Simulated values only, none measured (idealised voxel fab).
Title: Process Module voxel gate over fins
Square cell edge 5 nm, section width 235 nm, ID cut.
Just so we're on the same page, the cross-sections are grids of square cells, and they're listed out in bands top to bottom, each band one or more rows deep. Heights first: top, then bottom, in nm. Then materials, left to right, each with a width in nm. "everywhere" on a single material: fills the band edge to edge. "blank": empty space. Counting heights begins at 0, where everything beneath is, in the wafer as received, one material. The lowest band has no bottom; it goes on downwards, as "0 -> down" shows. A width such as "30..40" changes by the same amount from each row of cells to the next, from the band's top row to its bottom row. You'll sometimes find "no alterations made" written for a step, and that's the way of saying that nowhere in the cross-section did a cell change during that step. Voids not open to the top, 8 cells minimum: see "Closed void list". Written width x height at distance; distance is from the left edge; nm. That trailing text on a step's line, after the settings, is the simulator's own remark on the step. "overlay nm", when on a step's line for a step with a mask, measures how far to the right of its planned place the mask lay; a negative measure means to the left.
## Planned process steps
1 RECEIVE [material Si]
2 CONFORMAL_DEP [material SiN] [thk nm 10]
3 DIRECTIONAL_DEP [material aC] [thk nm 10]
4 PATTERN [tone cover] [mask id FINS] [material resist] [width nm 15] [pitch nm 50] [thk nm 25] [overlay nm 0]
5 DIRECTIONAL_ETCH [etch materials aC] [depth nm 10]
6 STRIP [etch materials resist]
7 DIRECTIONAL_ETCH [etch materials SiN] [depth nm 10]
8 DIRECTIONAL_ETCH [etch materials Si] [depth nm 35]
9 STRIP [etch materials aC]
10 OXIDIZE [depth nm 5]
11 FILL_DEP [material SiO2] [thk nm 10]
12 CMP [height nm 10]
13 DIRECTIONAL_DEP [material aC] [thk nm 10]
14 PATTERN [tone open] [mask id RAIL] [material resist] [width nm 15] [thk nm 30] [overlay nm 0]
15 DIRECTIONAL_ETCH [etch materials aC] [depth nm 10]
16 STRIP [etch materials resist]
17 DIRECTIONAL_ETCH [etch materials SiO2] [depth nm 40]
18 STRIP [etch materials aC]
19 CONFORMAL_DEP [material TiN] [thk nm 5]
20 FILL_DEP [material Ru] [thk nm 5]
21 CMP [height nm 10]
22 SELECTIVE_ETCH [etch materials W Ru TiN] [depth nm 35]
23 FILL_DEP [material SiO2] [thk nm 5]
24 CMP [height nm 10]
25 SELECTIVE_ETCH [etch materials SiO2] [depth nm 25]
26 STRIP [etch materials SiN]
27 CONFORMAL_DEP [material HfO2] [thk nm 5]
28 CONFORMAL_DEP [material TiN] [thk nm 5]
29 CONFORMAL_DEP [material TiAl] [thk nm 5]
30 CONFORMAL_DEP [material TiN] [thk nm 5]
31 FILL_DEP [material W] [thk nm 10]
32 CMP [height nm 25]
33 CONFORMAL_DEP [material SiN] [thk nm 10]
## Wafer at receipt (post step 1), cross-section
- 0 -> down | Si everywhere
- Closed void list: none
## Post-module cross-section: identical start and plan to those above, one misstep in execution
- 35 -> 25 | SiN everywhere
- 25 -> 20 | W everywhere
- 20 -> 15 | W (20) | TiN (45) | W (5) | TiN (45) | W (5) | TiN (45) | W (5) | TiN (45) | W (20)
- 15 -> 10 | W (20) | TiN (5) | TiAl (35) | TiN (5) | W (5) | TiN (5) | TiAl (35) | TiN (5) | W (5) | TiN (5) | TiAl (35) | TiN (5) | W (5) | TiN (5) | TiAl (35) | TiN (5) | W (20)
- 10 -> 5 | W (20) | TiN (5) | TiAl (5) | TiN (25) | TiAl (5) | TiN (5) | W (5) | TiN (5) | TiAl (5) | TiN (25) | TiAl (5) | TiN (5) | W (5) | TiN (5) | TiAl (5) | TiN (25) | TiAl (5) | TiN (5) | W (5) | TiN (5) | TiAl (5) | TiN (25) | TiAl (5) | TiN (5) | W (20)
- 5 -> 0 | TiN (25) | TiAl (5) | TiN (5) | HfO2 (15) | TiN (5) | TiAl (5) | TiN (15) | TiAl (5) | TiN (5) | HfO2 (15) | TiN (5) | TiAl (5) | TiN (15) | TiAl (5) | TiN (5) | HfO2 (15) | TiN (5) | TiAl (5) | TiN (15) | TiAl (5) | TiN (5) | HfO2 (15) | TiN (5) | TiAl (5) | TiN (25)
- 0 -> -5 | TiAl (30) | TiN (5) | HfO2 (5) | Si (5) | HfO2 (5) | TiN (5) | TiAl (25) | TiN (5) | HfO2 (5) | Si (5) | HfO2 (5) | TiN (5) | TiAl (25) | TiN (5) | HfO2 (5) | Si (5) | HfO2 (5) | TiN (5) | TiAl (25) | TiN (5) | HfO2 (5) | Si (5) | HfO2 (5) | TiN (5) | TiAl (30)
- -5 -> -10 | TiN (35) | HfO2 (5) | Si (5) | HfO2 (5) | TiN (35) | HfO2 (5) | Si (5) | HfO2 (5) | TiN (35) | HfO2 (5) | Si (5) | HfO2 (5) | TiN (35) | HfO2 (5) | Si (5) | HfO2 (5) | TiN (35)
- -10 -> -15 | HfO2 (40) | Si (5) | HfO2 (45) | Si (5) | HfO2 (45) | Si (5) | HfO2 (45) | Si (5) | HfO2 (40)
- -15 -> -25 | SiO2 (40) | Si (5) | SiO2 (45) | Si (5) | SiO2 (45) | Si (5) | SiO2 (45) | Si (5) | SiO2 (40)
- -25 -> -30 | TiN (35) | SiO2 (5) | Si (5) | SiO2 (5) | TiN (10) | SiO2 (15) | TiN (10) | SiO2 (5) | Si (5) | SiO2 (5) | TiN (35) | SiO2 (5) | Si (5) | SiO2 (5) | TiN (35) | SiO2 (5) | Si (5) | SiO2 (5) | TiN (35)
- -30 -> -40 | SiO2 (40) | Si (5) | SiO2 (45) | Si (5) | SiO2 (45) | Si (5) | SiO2 (45) | Si (5) | SiO2 (40)
- -40 -> down | Si everywhere
- Closed void list: none
The plan and the run diverged here: not per plan at step 14, really ran PATTERN [tone cover] [mask id RAIL] [material resist] [width nm 15] [thk nm 30] [overlay nm 0]
